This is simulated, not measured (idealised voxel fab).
This section sets out a process module, namely voxel local oxidation.
Xsec cut, 185 nm wide, square cell size 5 nm.
Each cross-section below is a grid of square cells, stated as bands in top-down order, with one or more rows of cells making up each band. Band: top height; bottom height; in nm. Then, left to right: material with width in nm, for each material. "everywhere": a single material spanning edge to edge. "empty": empty space. Heights are reckoned from 0. Under this level, the received wafer is all of one material. The bottommost band is open-ended downward, for example "0 nm and below". With a width like "30..40", each row of cells in the band differs from the next by the same amount, the top row carrying the first number and the bottom row the second. Where the words "nothing altered" appear for a step, the cross-section shows no cell changed by that step; every cell remained as before. The label "Voids, sealed" introduces a list of the empty spaces, 8 cells or larger, that have no open way up to the top; each entry in it reads width x height at distance, where the distance is taken from the left edge and all three are stated in nm. Formally, on a step line, whatever follows the settings is a remark that the simulator itself makes on the step. The line of a step may include "overlay nm". On a step with a mask, this value is how far to the right of its planned place the mask lay. A negative value means the mask lay to the left.
# Process steps - plan
1 RECEIVE with material Si
2 CONFORMAL_DEP with material SiO2, thk nm 5
3 CONFORMAL_DEP with material SiN, thk nm 10
4 MASKED_ETCH with tone cover, mask id ACTIVE, width nm 90, etch materials SiN, depth nm 10, overlay nm 0
5 SELECTIVE_ETCH with etch materials SiO2, depth nm 5
6 OXIDIZE with depth nm 10
7 STRIP with etch materials SiN
# Step 1 complete: cross-section of the wafer as received
- 0 nm and below | Si everywhere
- Voids, sealed: none
# One mistake in running the module, otherwise start and plan as above: cross-section at the end
- 0 nm to -10 nm | 55 nm SiO2 | 70 nm Si | 60 nm SiO2
- -10 nm and below | Si everywhere
- Voids, sealed: none
What went wrong in running the wafer? it should be noted that step 2 of the plan was omitted and was not performed
